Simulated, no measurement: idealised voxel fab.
process module | voxel spacer lines
cross-section cut | 240 nm wide | cells 5 nm
A cross-section is a grid of square cells, given in bands from the top down. A band is one or more rows of cells.
Each band's line starts with the height of the band's top and of its bottom, in nm. Then come its materials from left to right, each with its width in nm. One material with "throughout" fills the band from edge to edge. "air" is empty space.
Height 0 is the level under which the wafer as received is all one material. The lowest band goes on downwards, as in "0 down".
A width such as "30 to 40" changes by the same amount from each row of cells to the next, from the band's top row to its bottom row.
"no change" after a step means that no cell of the cross-section changed.
closed voids: empty space of 8 cells or more with no open way to the top, each as width x height at its distance from the left edge, in nm
after a step's settings: what the simulator itself notes on the step
overlay nm, on a step with a mask: how far to the right of its planned place the mask lay; to the left if negative
plan
1 op RECEIVE | material Si
2 op CONFORMAL_DEP | material Al2O3 | thk nm 10
3 op DIRECTIONAL_DEP | material polySi | thk nm 20
4 op DIRECTIONAL_DEP | material aC | thk nm 30
5 op PATTERN | tone cover | mask id MANDREL | material resist | width nm 20 | pitch nm 60 | thk nm 40 | overlay nm 0
6 op DIRECTIONAL_ETCH | etch materials aC | depth nm 30
7 op STRIP | etch materials resist
8 op CONFORMAL_DEP | material SiO2 | thk nm 10
9 op DIRECTIONAL_ETCH | etch materials SiO2 | depth nm 10
10 op STRIP | etch materials aC
11 op DIRECTIONAL_ETCH | etch materials polySi | depth nm 20
12 op STRIP | etch materials SiO2
as received, after step 1
  0 down: Si throughout
  closed voids: none
a wafer at the end: this start, this plan, one mistake
  50 to 30: air 40 | polySi 10 | air 20 | polySi 10 | air 20 | polySi 10 | air 20 | polySi 10 | air 20 | polySi 10 | air 20 | polySi 10 | air 40
  30 to 10: polySi throughout
  10 to 0: Al2O3 throughout
  0 down: Si throughout
  closed voids: none
what went wrong: step 3 was run twice
